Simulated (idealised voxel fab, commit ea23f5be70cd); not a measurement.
Process module under the name voxel capacitor over wiring
Xsec cut, 240 nm wide, square cell size 5 nm.
If you're reading a cross-section in this doc, picture square cells in a grid; it comes to you as bands, top ones listed first down to the bottom, and a band can be one or more rows of cells.
Within each band entry, the heights of the top and of the bottom of the band appear first, in that order and in nm; the materials of the band then follow from left to right, each with its corresponding width in nm. The designation "everywhere" on a single material indicates that it fills the band from edge to edge; the designation "blank" indicates empty space.
For the purposes of this specification, 0 denotes the height below which the wafer in its as-received condition is composed wholly of one material, and the lowermost band, lacking a lower limit, extends downward without end, as expressed in "0 -> down".
Width "30->40": first value at the band's top row of cells, second value at its bottom row, equal change from row to row.
Any step labelled "stayed the same" changed none of the cells in the cross-section.
You'll see "Closed void list" listing empty spaces that have no way open to the top, as long as they're 8 cells or more; the notation is width x height at distance, where the distance is from the left edge, and all of it is in nm.
Step line, after settings: the simulator's comment on this step.
"overlay nm" denotes, for a step that has a mask, the displacement of the mask to the right of its planned place, with negative values corresponding to the left.
For the reader: what remains of this document is a series of pairs, each showing a cross-section before one process step and a cross-section after that step which reaches down only to the lowest band that changed, with the step between them and its settings set out under the pair. It should not be assumed that a pair continues from the pair above it; the pairs can come from different runs of this module on the same starting wafer, and such continuity exists only where the entry headed "Before step" says so.
-- Before step
> 70 -> 65 | SiO2 (90); TiN (15); SiO2 (135)
> 65 -> 55 | SiO2 (80); TiN (55); SiO2 (105)
> 55 -> 50 | SiO2 (80); SiN (55); SiO2 (105)
> 50 -> 45 | SiO2 (75); TiN (65); SiO2 (100)
> 45 -> 35 | lowk (80); TiN (5); W (5); TiN (5); lowk (145)
> 35 -> 30 | SiCN (80); TiN (15); SiCN (145)
> 30 -> 15 | lowk (75); W (20); lowk (50); W (20); lowk (75)
> 15 -> 10 | lowk (75); TiN (20); lowk (50); TiN (20); lowk (75)
> 10 -> 0 | SiO2 everywhere
> 0 -> down | Si everywhere
> Closed void list: none
-- Post-Step Section View
> 75 -> 70 | SiCN everywhere
> Whatever lies below 70 is exactly as it was before.
> Closed void list: none
Going from one cross-section above to the next, the wafer undergoes CONFORMAL_DEP (material SiCN; thk nm 5)
-- Before step
> 80 -> 65 | aC everywhere
> 65 -> 55 | TiN everywhere
> 55 -> 50 | SiN everywhere
> 50 -> 45 | TiN everywhere
> 45 -> 35 | lowk (80); TiN (5); W (5); TiN (5); lowk (145)
> 35 -> 30 | SiCN (80); TiN (15); SiCN (145)
> 30 -> 15 | lowk (75); W (20); lowk (50); W (20); lowk (75)
> 15 -> 10 | lowk (75); TiN (20); lowk (50); TiN (20); lowk (75)
> 10 -> 0 | SiO2 everywhere
> 0 -> down | Si everywhere
> Closed void list: none
-- Post-Step Section View
> 115 -> 80 | blank (80); resist (60); blank (100)
> Whatever lies below 80 is exactly as it was before.
> Closed void list: none
Going from one cross-section above to the next, the wafer undergoes PATTERN (tone cover; mask id UPPER_PLATE; material resist; width nm 60; thk nm 35; overlay nm 0)
Before step: the after view from the pair directly above serves as the before view here.
-- Post-Step Section View
> 100 -> 80 | blank (80); resist (60); blank (100)
> 80 -> 65 | blank (80); aC (60); blank (100)
> Whatever lies below 65 is exactly as it was before.
> Closed void list: none
Going from one cross-section above to the next, the wafer undergoes DIRECTIONAL_ETCH (etch materials aC; depth nm 15)
Before step: the after view from the pair directly above serves as the before view here.
-- Post-Step Section View
> 80 -> 65 | blank (80); aC (60); blank (100)
> Whatever lies below 65 is exactly as it was before.
> Closed void list: none
Going from one cross-section above to the next, the wafer undergoes STRIP (etch materials resist)
Before step: the after view from the pair directly above serves as the before view here.
-- Post-Step Section View
> 80 -> 65 | blank (80); aC (60); blank (100)
> 65 -> 55 | blank (80); TiN (60); blank (100)
> Whatever lies below 55 is exactly as it was before.
> Closed void list: none
Going from one cross-section above to the next, the wafer undergoes DIRECTIONAL_ETCH (etch materials TiN; depth nm 10)
Before step: the after view from the pair directly above serves as the before view here.
-- Post-Step Section View
> 80 -> 65 | blank (80); aC (60); blank (100)
> 65 -> 55 | blank (80); TiN (60); blank (100)
> 55 -> 50 | blank (80); SiN (60); blank (100)
> Whatever lies below 50 is exactly as it was before.
> Closed void list: none
Going from one cross-section above to the next, the wafer undergoes DIRECTIONAL_ETCH (etch materials SiN; depth nm 5)
Before step: the after view from the pair directly above serves as the before view here.
-- Post-Step Section View
> 65 -> 55 | blank (80); TiN (60); blank (100)
> Whatever lies below 55 is exactly as it was before.
> Closed void list: none
Going from one cross-section above to the next, the wafer undergoes STRIP (etch materials aC)
Before step: the after view from the pair directly above serves as the before view here.
-- Post-Step Section View
> 80 -> 65 | blank (75); resist (65); blank (100)
> 65 -> 55 | blank (75); resist (5); TiN (60); blank (100)
> 55 -> 50 | blank (75); resist (5); SiN (60); blank (100)
> Whatever lies below 50 is exactly as it was before.
> Closed void list: none
Going from one cross-section above to the next, the wafer undergoes PATTERN (tone cover; mask id LOWER_PLATE; material resist; width nm 65; thk nm 15; overlay nm 0)
Before step: the after view from the pair directly above serves as the before view here.
-- Post-Step Section View
> 80 -> 65 | blank (75); resist (65); blank (100)
> 65 -> 55 | blank (75); resist (5); TiN (60); blank (100)
> 55 -> 50 | blank (75); resist (5); SiN (60); blank (100)
> 50 -> 45 | blank (75); TiN (65); blank (100)
> Whatever lies below 45 is exactly as it was before.
> Closed void list: none
Going from one cross-section above to the next, the wafer undergoes DIRECTIONAL_ETCH (etch materials TiN; depth nm 5)
Before step: the after view from the pair directly above serves as the before view here.
-- Post-Step Section View
> 65 -> 55 | blank (80); TiN (60); blank (100)
> 55 -> 50 | blank (80); SiN (60); blank (100)
> Whatever lies below 50 is exactly as it was before.
> Closed void list: none
Going from one cross-section above to the next, the wafer undergoes STRIP (etch materials resist)
Before step: the after view from the pair directly above serves as the before view here.
-- Post-Step Section View
> 80 -> 65 | SiO2 everywhere
> 65 -> 55 | SiO2 (80); TiN (60); SiO2 (100)
> 55 -> 50 | SiO2 (80); SiN (60); SiO2 (100)
> 50 -> 45 | SiO2 (75); TiN (65); SiO2 (100)
> Whatever lies below 45 is exactly as it was before.
> Closed void list: none
Going from one cross-section above to the next, the wafer undergoes FILL_DEP (material SiO2; thk nm 15)
Before step: the after view from the pair directly above serves as the before view here.
-- Post-Step Section View
> 75 -> 65 | SiO2 everywhere
> Whatever lies below 65 is exactly as it was before.
> Closed void list: none
Going from one cross-section above to the next, the wafer undergoes CMP (height nm 75)
Before step: the after view from the pair directly above serves as the before view here.
-- Post-Step Section View
> 95 -> 75 | resist (90); blank (15); resist (135)
> Whatever lies below 75 is exactly as it was before.
> Closed void list: none
Going from one cross-section above to the next, the wafer undergoes PATTERN (tone open; mask id PLUG_2; material resist; width nm 15; thk nm 20; overlay nm 0)
Before step: the after view from the pair directly above serves as the before view here.
-- Post-Step Section View
> 95 -> 75 | resist (90); blank (15); resist (135)
> 75 -> 65 | SiO2 (90); blank (15); SiO2 (135)
> Whatever lies below 65 is exactly as it was before.
> Closed void list: none
Going from one cross-section above to the next, the wafer undergoes DIRECTIONAL_ETCH (etch materials SiO2; depth nm 10)
Before step: the after view from the pair directly above serves as the before view here.
-- Post-Step Section View
> 75 -> 65 | SiO2 (90); blank (15); SiO2 (135)
> Whatever lies below 65 is exactly as it was before.
> Closed void list: none
Going from one cross-section above to the next, the wafer undergoes STRIP (etch materials resist)
Before step: the after view from the pair directly above serves as the before view here.
-- Post-Step Section View
> 80 -> 75 | TiN (95); blank (5); TiN (140)
> 75 -> 70 | SiO2 (90); TiN (5); blank (5); TiN (5); SiO2 (135)
> 70 -> 65 | SiO2 (90); TiN (15); SiO2 (135)
> Whatever lies below 65 is exactly as it was before.
> Closed void list: none
Going from one cross-section above to the next, the wafer undergoes CONFORMAL_DEP (material TiN; thk nm 5)
Before step: the after view from the pair directly above serves as the before view here.
-- Post-Step Section View
> 85 -> 80 | Ru everywhere
> 80 -> 75 | TiN (95); Ru (5); TiN (140)
> 75 -> 70 | SiO2 (90); TiN (5); Ru (5); TiN (5); SiO2 (135)
> Whatever lies below 70 is exactly as it was before.
> Closed void list: none
Going from one cross-section above to the next, the wafer undergoes FILL_DEP (material Ru; thk nm 5)
Before step: the after view from the pair directly above serves as the before view here.
-- Post-Step Section View
> 75 -> 70 | SiO2 (90); TiN (5); Ru (5); TiN (5); SiO2 (135)
> Whatever lies below 70 is exactly as it was before.
> Closed void list: none
Going from one cross-section above to the next, the wafer undergoes CMP (height nm 75)
Before step: the after view from the pair directly above serves as the before view here.
-- Post-Step Section View
> 80 -> 75 | SiCN everywhere
> Whatever lies below 75 is exactly as it was before.
> Closed void list: none
Going from one cross-section above to the next, the wafer undergoes CONFORMAL_DEP (material SiCN; thk nm 5)
-- Before step
> 75 -> 65 | SiO2 everywhere
> 65 -> 55 | SiO2 (80); TiN (55); SiO2 (105)
> 55 -> 50 | SiO2 (80); SiN (55); SiO2 (105)
> 50 -> 45 | SiO2 (75); TiN (65); SiO2 (100)
> 45 -> 35 | lowk (80); TiN (5); W (5); TiN (5); lowk (145)
> 35 -> 30 | SiCN (80); TiN (15); SiCN (145)
> 30 -> 15 | lowk (75); W (20); lowk (50); W (20); lowk (75)
> 15 -> 10 | lowk (75); TiN (20); lowk (50); TiN (20); lowk (75)
> 10 -> 0 | SiO2 everywhere
> 0 -> down | Si everywhere
> Closed void list: none
-- Post-Step Section View
> 95 -> 75 | resist (95); blank (15); resist (130)
> Whatever lies below 75 is exactly as it was before.
> Closed void list: none
Going from one cross-section above to the next, the wafer undergoes PATTERN (tone open; mask id PLUG_2; material resist; width nm 15; thk nm 20; overlay nm 5)
Before step: the after view from the pair directly above serves as the before view here.
-- Post-Step Section View
> 95 -> 75 | resist (95); blank (15); resist (130)
> 75 -> 65 | SiO2 (95); blank (15); SiO2 (130)
> Whatever lies below 65 is exactly as it was before.
> Closed void list: none
Going from one cross-section above to the next, the wafer undergoes DIRECTIONAL_ETCH (etch materials SiO2; depth nm 10)
Before step: the after view from the pair directly above serves as the before view here.
-- Post-Step Section View
> 75 -> 65 | SiO2 (95); blank (15); SiO2 (130)
> Whatever lies below 65 is exactly as it was before.
> Closed void list: none
Going from one cross-section above to the next, the wafer undergoes STRIP (etch materials resist)
Before step: the after view from the pair directly above serves as the before view here.
-- Post-Step Section View
> 80 -> 75 | TiN (100); blank (5); TiN (135)
> 75 -> 70 | SiO2 (95); TiN (5); blank (5); TiN (5); SiO2 (130)
> 70 -> 65 | SiO2 (95); TiN (15); SiO2 (130)
> Whatever lies below 65 is exactly as it was before.
> Closed void list: none
Going from one cross-section above to the next, the wafer undergoes CONFORMAL_DEP (material TiN; thk nm 5)
Before step: the after view from the pair directly above serves as the before view here.
-- Post-Step Section View
> 85 -> 80 | Ru everywhere
> 80 -> 75 | TiN (100); Ru (5); TiN (135)
> 75 -> 70 | SiO2 (95); TiN (5); Ru (5); TiN (5); SiO2 (130)
> Whatever lies below 70 is exactly as it was before.
> Closed void list: none
Going from one cross-section above to the next, the wafer undergoes FILL_DEP (material Ru; thk nm 5)
Before step: the after view from the pair directly above serves as the before view here.
-- Post-Step Section View
> 75 -> 70 | SiO2 (95); TiN (5); Ru (5); TiN (5); SiO2 (130)
> Whatever lies below 70 is exactly as it was before.
> Closed void list: none
Going from one cross-section above to the next, the wafer undergoes CMP (height nm 75)
Before step: the after view from the pair directly above serves as the before view here.
-- Post-Step Section View
> 80 -> 75 | SiCN everywhere
> Whatever lies below 75 is exactly as it was before.
> Closed void list: none
Going from one cross-section above to the next, the wafer undergoes CONFORMAL_DEP (material SiCN; thk nm 5)
-- Before step
> 0 -> down | Si everywhere
> Closed void list: none
-- Post-Step Section View
> 10 -> 0 | SiCN everywhere
> Whatever lies below 0 is exactly as it was before.
> Closed void list: none
Going from one cross-section above to the next, the wafer undergoes CONFORMAL_DEP (material SiCN; thk nm 10)
Before step: the after view from the pair directly above serves as the before view here.
-- Post-Step Section View
> 15 -> 10 | TiN everywhere
> Whatever lies below 10 is exactly as it was before.
> Closed void list: none
Going from one cross-section above to the next, the wafer undergoes DIRECTIONAL_DEP (material TiN; thk nm 5)
Before step: the after view from the pair directly above serves as the before view here.
-- Post-Step Section View
> 30 -> 15 | W everywhere
> Whatever lies below 15 is exactly as it was before.
> Closed void list: none
Going from one cross-section above to the next, the wafer undergoes DIRECTIONAL_DEP (material W; thk nm 15)
Before step: the after view from the pair directly above serves as the before view here.
-- Post-Step Section View
> 45 -> 30 | aC everywhere
> Whatever lies below 30 is exactly as it was before.
> Closed void list: none
Going from one cross-section above to the next, the wafer undergoes DIRECTIONAL_DEP (material aC; thk nm 15)
Before step: the after view from the pair directly above serves as the before view here.
-- Post-Step Section View
> 80 -> 45 | blank (75); resist (20); blank (50); resist (20); blank (75)
> Whatever lies below 45 is exactly as it was before.
> Closed void list: none
Going from one cross-section above to the next, the wafer undergoes PATTERN (tone cover; mask id METAL_1; material resist; width nm 20; pitch nm 70; thk nm 35; overlay nm 0)
Before step: the after view from the pair directly above serves as the before view here.
-- Post-Step Section View
> 65 -> 45 | blank (75); resist (20); blank (50); resist (20); blank (75)
> 45 -> 30 | blank (75); aC (20); blank (50); aC (20); blank (75)
> Whatever lies below 30 is exactly as it was before.
> Closed void list: none
Going from one cross-section above to the next, the wafer undergoes DIRECTIONAL_ETCH (etch materials aC; depth nm 15)
Before step: the after view from the pair directly above serves as the before view here.
-- Post-Step Section View
> 45 -> 30 | blank (75); aC (20); blank (50); aC (20); blank (75)
> Whatever lies below 30 is exactly as it was before.
> Closed void list: none
Going from one cross-section above to the next, the wafer undergoes STRIP (etch materials resist)
Before step: the after view from the pair directly above serves as the before view here.
-- Post-Step Section View
> 45 -> 30 | blank (75); aC (20); blank (50); aC (20); blank (75)
> 30 -> 15 | blank (75); W (20); blank (50); W (20); blank (75)
> Whatever lies below 15 is exactly as it was before.
> Closed void list: none
Going from one cross-section above to the next, the wafer undergoes DIRECTIONAL_ETCH (etch materials W; depth nm 15)
Before step: the after view from the pair directly above serves as the before view here.
-- Post-Step Section View
> 45 -> 30 | blank (75); aC (20); blank (50); aC (20); blank (75)
> 30 -> 15 | blank (75); W (20); blank (50); W (20); blank (75)
> 15 -> 10 | blank (75); TiN (20); blank (50); TiN (20); blank (75)
> Whatever lies below 10 is exactly as it was before.
> Closed void list: none
Going from one cross-section above to the next, the wafer undergoes DIRECTIONAL_ETCH (etch materials TiN; depth nm 5)
Before step: the after view from the pair directly above serves as the before view here.
-- Post-Step Section View
> 30 -> 15 | blank (75); W (20); blank (50); W (20); blank (75)
> Whatever lies below 15 is exactly as it was before.
> Closed void list: none
Going from one cross-section above to the next, the wafer undergoes STRIP (etch materials aC)
Before step: the after view from the pair directly above serves as the before view here.
-- Post-Step Section View
> 35 -> 30 | lowk everywhere
> 30 -> 15 | lowk (75); W (20); lowk (50); W (20); lowk (75)
> 15 -> 10 | lowk (75); TiN (20); lowk (50); TiN (20); lowk (75)
> Whatever lies below 10 is exactly as it was before.
> Closed void list: none
Going from one cross-section above to the next, the wafer undergoes FILL_DEP (material lowk; thk nm 5)
Before step: the after view from the pair directly above serves as the before view here.
-- Post-Step Section View
> 30 -> 15 | lowk (75); W (20); lowk (50); W (20); lowk (75)
> Whatever lies below 15 is exactly as it was before.
> Closed void list: none
Going from one cross-section above to the next, the wafer undergoes CMP (height nm 30)
Before step: the after view from the pair directly above serves as the before view here.
-- Post-Step Section View
> 35 -> 30 | SiCN everywhere
> Whatever lies below 30 is exactly as it was before.
> Closed void list: none
Going from one cross-section above to the next, the wafer undergoes CONFORMAL_DEP (material SiCN; thk nm 5)
Before step: the after view from the pair directly above serves as the before view here.
-- Post-Step Section View
> 45 -> 35 | lowk everywhere
> Whatever lies below 35 is exactly as it was before.
> Closed void list: none
Going from one cross-section above to the next, the wafer undergoes DIRECTIONAL_DEP (material lowk; thk nm 10)
Before step: the after view from the pair directly above serves as the before view here.
-- Post-Step Section View
> 55 -> 45 | aC everywhere
> Whatever lies below 45 is exactly as it was before.
> Closed void list: none
Going from one cross-section above to the next, the wafer undergoes DIRECTIONAL_DEP (material aC; thk nm 10)
Before step: the after view from the pair directly above serves as the before view here.
-- Post-Step Section View
> 85 -> 55 | resist (80); blank (15); resist (145)
> Whatever lies below 55 is exactly as it was before.
> Closed void list: none
Going from one cross-section above to the next, the wafer undergoes PATTERN (tone open; mask id PLUG_1; material resist; width nm 15; thk nm 30; overlay nm 0)
Before step: the after view from the pair directly above serves as the before view here.
-- Post-Step Section View
> 75 -> 55 | resist (80); blank (15); resist (145)
> 55 -> 45 | aC (80); blank (15); aC (145)
> Whatever lies below 45 is exactly as it was before.
> Closed void list: none
Going from one cross-section above to the next, the wafer undergoes DIRECTIONAL_ETCH (etch materials aC; depth nm 10)
Before step: the after view from the pair directly above serves as the before view here.
-- Post-Step Section View
> 55 -> 45 | aC (80); blank (15); aC (145)
> Whatever lies below 45 is exactly as it was before.
> Closed void list: none
Going from one cross-section above to the next, the wafer undergoes STRIP (etch materials resist)
Before step: the after view from the pair directly above serves as the before view here.
-- Post-Step Section View
> 55 -> 45 | aC (80); blank (15); aC (145)
> 45 -> 35 | lowk (80); blank (15); lowk (145)
> Whatever lies below 35 is exactly as it was before.
> Closed void list: none
Going from one cross-section above to the next, the wafer undergoes DIRECTIONAL_ETCH (etch materials lowk; depth nm 10)
Before step: the after view from the pair directly above serves as the before view here.
-- Post-Step Section View
> 55 -> 45 | aC (80); blank (15); aC (145)
> 45 -> 35 | lowk (80); blank (15); lowk (145)
> 35 -> 30 | SiCN (80); blank (15); SiCN (145)
> Whatever lies below 30 is exactly as it was before.
> Closed void list: none
Going from one cross-section above to the next, the wafer undergoes DIRECTIONAL_ETCH (etch materials SiCN; depth nm 5)
Before step: the after view from the pair directly above serves as the before view here.
-- Post-Step Section View
> 45 -> 35 | lowk (80); blank (15); lowk (145)
> Whatever lies below 35 is exactly as it was before.
> Closed void list: none
Going from one cross-section above to the next, the wafer undergoes STRIP (etch materials aC)
Before step: the after view from the pair directly above serves as the before view here.
-- Post-Step Section View
> 50 -> 45 | TiN (85); blank (5); TiN (150)
> 45 -> 35 | lowk (80); TiN (5); blank (5); TiN (5); lowk (145)
> 35 -> 30 | SiCN (80); TiN (15); SiCN (145)
> Whatever lies below 30 is exactly as it was before.
> Closed void list: none
Going from one cross-section above to the next, the wafer undergoes CONFORMAL_DEP (material TiN; thk nm 5)
Before step: the after view from the pair directly above serves as the before view here.
-- Post-Step Section View
> 60 -> 50 | W everywhere
> 50 -> 45 | TiN (85); W (5); TiN (150)
> 45 -> 35 | lowk (80); TiN (5); W (5); TiN (5); lowk (145)
> Whatever lies below 35 is exactly as it was before.
> Closed void list: none
Going from one cross-section above to the next, the wafer undergoes FILL_DEP (material W; thk nm 10)
Before step: the after view from the pair directly above serves as the before view here.
-- Post-Step Section View
> 45 -> 35 | lowk (80); TiN (5); W (5); TiN (5); lowk (145)
> Whatever lies below 35 is exactly as it was before.
> Closed void list: none
Going from one cross-section above to the next, the wafer undergoes CMP (height nm 45)
Before step: the after view from the pair directly above serves as the before view here.
-- Post-Step Section View
> 50 -> 45 | TiN everywhere
> Whatever lies below 45 is exactly as it was before.
> Closed void list: none
Going from one cross-section above to the next, the wafer undergoes DIRECTIONAL_DEP (material TiN; thk nm 5)
Before step: the after view from the pair directly above serves as the before view here.
-- Post-Step Section View
> 55 -> 50 | SiN everywhere
> Whatever lies below 50 is exactly as it was before.
> Closed void list: none
Going from one cross-section above to the next, the wafer undergoes DIRECTIONAL_DEP (material SiN; thk nm 5)
Before step: the after view from the pair directly above serves as the before view here.
-- Post-Step Section View
> 65 -> 55 | TiN everywhere
> Whatever lies below 55 is exactly as it was before.
> Closed void list: none
Going from one cross-section above to the next, the wafer undergoes DIRECTIONAL_DEP (material TiN; thk nm 10)
Before step: the after view from the pair directly above serves as the before view here.
-- Post-Step Section View
> 80 -> 65 | aC everywhere
> Whatever lies below 65 is exactly as it was before.
> Closed void list: none
Going from one cross-section above to the next, the wafer undergoes DIRECTIONAL_DEP (material aC; thk nm 15)
Before step: the after view from the pair directly above serves as the before view here.
-- Post-Step Section View
> 115 -> 80 | blank (80); resist (55); blank (105)
> Whatever lies below 80 is exactly as it was before.
> Closed void list: none
Going from one cross-section above to the next, the wafer undergoes PATTERN (tone cover; mask id UPPER_PLATE; material resist; width nm 55; thk nm 35; overlay nm 0)
Before step: the after view from the pair directly above serves as the before view here.
-- Post-Step Section View
> 100 -> 80 | blank (80); resist (55); blank (105)
> 80 -> 65 | blank (80); aC (55); blank (105)
> Whatever lies below 65 is exactly as it was before.
> Closed void list: none
Going from one cross-section above to the next, the wafer undergoes DIRECTIONAL_ETCH (etch materials aC; depth nm 15)
Before step: the after view from the pair directly above serves as the before view here.
-- Post-Step Section View
> 80 -> 65 | blank (80); aC (55); blank (105)
> Whatever lies below 65 is exactly as it was before.
> Closed void list: none
Going from one cross-section above to the next, the wafer undergoes STRIP (etch materials resist)
Before step: the after view from the pair directly above serves as the before view here.
-- Post-Step Section View
> 80 -> 65 | blank (80); aC (55); blank (105)
> 65 -> 55 | blank (80); TiN (55); blank (105)
> Whatever lies below 55 is exactly as it was before.
> Closed void list: none
Going from one cross-section above to the next, the wafer undergoes DIRECTIONAL_ETCH (etch materials TiN; depth nm 10)
Before step: the after view from the pair directly above serves as the before view here.
-- Post-Step Section View
> 80 -> 65 | blank (80); aC (55); blank (105)
> 65 -> 55 | blank (80); TiN (55); blank (105)
> 55 -> 50 | blank (80); SiN (55); blank (105)
> Whatever lies below 50 is exactly as it was before.
> Closed void list: none
Going from one cross-section above to the next, the wafer undergoes DIRECTIONAL_ETCH (etch materials SiN; depth nm 5)
Before step: the after view from the pair directly above serves as the before view here.
-- Post-Step Section View
> 65 -> 55 | blank (80); TiN (55); blank (105)
> Whatever lies below 55 is exactly as it was before.
> Closed void list: none
Going from one cross-section above to the next, the wafer undergoes STRIP (etch materials aC)
Before step: the after view from the pair directly above serves as the before view here.
-- Post-Step Section View
> 80 -> 65 | blank (75); resist (65); blank (100)
> 65 -> 55 | blank (75); resist (5); TiN (55); resist (5); blank (100)
> 55 -> 50 | blank (75); resist (5); SiN (55); resist (5); blank (100)
> Whatever lies below 50 is exactly as it was before.
> Closed void list: none
Going from one cross-section above to the next, the wafer undergoes PATTERN (tone cover; mask id LOWER_PLATE; material resist; width nm 65; thk nm 15; overlay nm 0)
Before step: the after view from the pair directly above serves as the before view here.
-- Post-Step Section View
> 80 -> 65 | blank (75); resist (65); blank (100)
> 65 -> 55 | blank (75); resist (5); TiN (55); resist (5); blank (100)
> 55 -> 50 | blank (75); resist (5); SiN (55); resist (5); blank (100)
> 50 -> 45 | blank (75); TiN (65); blank (100)
> Whatever lies below 45 is exactly as it was before.
> Closed void list: none
Going from one cross-section above to the next, the wafer undergoes DIRECTIONAL_ETCH (etch materials TiN; depth nm 5)
Before step: the after view from the pair directly above serves as the before view here.
-- Post-Step Section View
> 65 -> 55 | blank (80); TiN (55); blank (105)
> 55 -> 50 | blank (80); SiN (55); blank (105)
> Whatever lies below 50 is exactly as it was before.
> Closed void list: none
Going from one cross-section above to the next, the wafer undergoes STRIP (etch materials resist)
Before step: the after view from the pair directly above serves as the before view here.
-- Post-Step Section View
> 80 -> 65 | SiO2 everywhere
> 65 -> 55 | SiO2 (80); TiN (55); SiO2 (105)
> 55 -> 50 | SiO2 (80); SiN (55); SiO2 (105)
> 50 -> 45 | SiO2 (75); TiN (65); SiO2 (100)
> Whatever lies below 45 is exactly as it was before.
> Closed void list: none
Going from one cross-section above to the next, the wafer undergoes FILL_DEP (material SiO2; thk nm 15)
Before step: the after view from the pair directly above serves as the before view here.
-- Post-Step Section View
> 75 -> 65 | SiO2 everywhere
> Whatever lies below 65 is exactly as it was before.
> Closed void list: none
Going from one cross-section above to the next, the wafer undergoes CMP (height nm 75)
Before step: the after view from the pair directly above serves as the before view here.
-- Post-Step Section View
> 95 -> 75 | resist (90); blank (15); resist (135)
> Whatever lies below 75 is exactly as it was before.
> Closed void list: none
Going from one cross-section above to the next, the wafer undergoes PATTERN (tone open; mask id PLUG_2; material resist; width nm 15; thk nm 20; overlay nm 0)
Before step: the after view from the pair directly above serves as the before view here.
-- Post-Step Section View
> 95 -> 75 | resist (90); blank (15); resist (135)
> 75 -> 65 | SiO2 (90); blank (15); SiO2 (135)
> Whatever lies below 65 is exactly as it was before.
> Closed void list: none
Going from one cross-section above to the next, the wafer undergoes DIRECTIONAL_ETCH (etch materials SiO2; depth nm 10)
Before step: the after view from the pair directly above serves as the before view here.
-- Post-Step Section View
> 75 -> 65 | SiO2 (90); blank (15); SiO2 (135)
> Whatever lies below 65 is exactly as it was before.
> Closed void list: none
Going from one cross-section above to the next, the wafer undergoes STRIP (etch materials resist)
Before step: the after view from the pair directly above serves as the before view here.
-- Post-Step Section View
> 80 -> 75 | TiN (95); blank (5); TiN (140)
> 75 -> 70 | SiO2 (90); TiN (5); blank (5); TiN (5); SiO2 (135)
> 70 -> 65 | SiO2 (90); TiN (15); SiO2 (135)
> Whatever lies below 65 is exactly as it was before.
> Closed void list: none
Going from one cross-section above to the next, the wafer undergoes CONFORMAL_DEP (material TiN; thk nm 5)
Before step: the after view from the pair directly above serves as the before view here.
-- Post-Step Section View
> 85 -> 80 | Ru everywhere
> 80 -> 75 | TiN (95); Ru (5); TiN (140)
> 75 -> 70 | SiO2 (90); TiN (5); Ru (5); TiN (5); SiO2 (135)
> Whatever lies below 70 is exactly as it was before.
> Closed void list: none
Going from one cross-section above to the next, the wafer undergoes FILL_DEP (material Ru; thk nm 5)
Before step: the after view from the pair directly above serves as the before view here.
-- Post-Step Section View
> 75 -> 70 | SiO2 (90); TiN (5); Ru (5); TiN (5); SiO2 (135)
> Whatever lies below 70 is exactly as it was before.
> Closed void list: none
Going from one cross-section above to the next, the wafer undergoes CMP (height nm 75)
Before step: the after view from the pair directly above serves as the before view here.
-- Post-Step Section View
> 80 -> 75 | SiCN everywhere
> Whatever lies below 75 is exactly as it was before.
> Closed void list: none
Going from one cross-section above to the next, the wafer undergoes CONFORMAL_DEP (material SiCN; thk nm 5)
-- Before step
> 75 -> 65 | SiO2 everywhere
> 65 -> 55 | SiO2 (80); TiN (55); SiO2 (105)
> 55 -> 50 | SiO2 (80); SiN (55); SiO2 (105)
> 50 -> 45 | SiO2 (75); TiN (65); SiO2 (100)
> 45 -> 35 | lowk (80); TiN (5); W (5); TiN (5); lowk (145)
> 35 -> 30 | SiCN (80); TiN (15); SiCN (145)
> 30 -> 15 | lowk (75); W (20); lowk (50); W (20); lowk (75)
> 15 -> 10 | lowk (75); TiN (20); lowk (50); TiN (20); lowk (75)
> 10 -> 0 | SiO2 everywhere
> 0 -> down | Si everywhere
> Closed void list: none
-- Post-Step Section View
> 95 -> 75 | blank (90); resist (15); blank (135)
> Whatever lies below 75 is exactly as it was before.
> Closed void list: none
Going from one cross-section above to the next, the wafer undergoes PATTERN (tone cover; mask id PLUG_2; material resist; width nm 15; thk nm 20; overlay nm 0)
Before step: the after view from the pair directly above serves as the before view here.
-- Post-Step Section View
> 95 -> 75 | blank (90); resist (15); blank (135)
> 75 -> 65 | blank (90); SiO2 (15); blank (135)
> Whatever lies below 65 is exactly as it was before.
> Closed void list: none
Going from one cross-section above to the next, the wafer undergoes DIRECTIONAL_ETCH (etch materials SiO2; depth nm 10)
Before step: the after view from the pair directly above serves as the before view here.
-- Post-Step Section View
> 75 -> 65 | blank (90); SiO2 (15); blank (135)
> Whatever lies below 65 is exactly as it was before.
> Closed void list: none
Going from one cross-section above to the next, the wafer undergoes STRIP (etch materials resist)
Before step: the after view from the pair directly above serves as the before view here.
-- Post-Step Section View
> 80 -> 75 | blank (85); TiN (25); blank (130)
> 75 -> 70 | blank (85); TiN (5); SiO2 (15); TiN (5); blank (130)
> 70 -> 65 | TiN (90); SiO2 (15); TiN (135)
> Whatever lies below 65 is exactly as it was before.
> Closed void list: none
Going from one cross-section above to the next, the wafer undergoes CONFORMAL_DEP (material TiN; thk nm 5)
Before step: the after view from the pair directly above serves as the before view here.
-- Post-Step Section View
> 85 -> 80 | Ru everywhere
> 80 -> 75 | Ru (85); TiN (25); Ru (130)
> 75 -> 70 | Ru (85); TiN (5); SiO2 (15); TiN (5); Ru (130)
> Whatever lies below 70 is exactly as it was before.
> Closed void list: none
Going from one cross-section above to the next, the wafer undergoes FILL_DEP (material Ru; thk nm 5)
Before step: the after view from the pair directly above serves as the before view here.
-- Post-Step Section View
> 75 -> 70 | Ru (85); TiN (5); SiO2 (15); TiN (5); Ru (130)
> Whatever lies below 70 is exactly as it was before.
> Closed void list: none
Going from one cross-section above to the next, the wafer undergoes CMP (height nm 75)
Before step: the after view from the pair directly above serves as the before view here.
-- Post-Step Section View
> 80 -> 75 | SiCN everywhere
> Whatever lies below 75 is exactly as it was before.
> Closed void list: none
Going from one cross-section above to the next, the wafer undergoes CONFORMAL_DEP (material SiCN; thk nm 5)
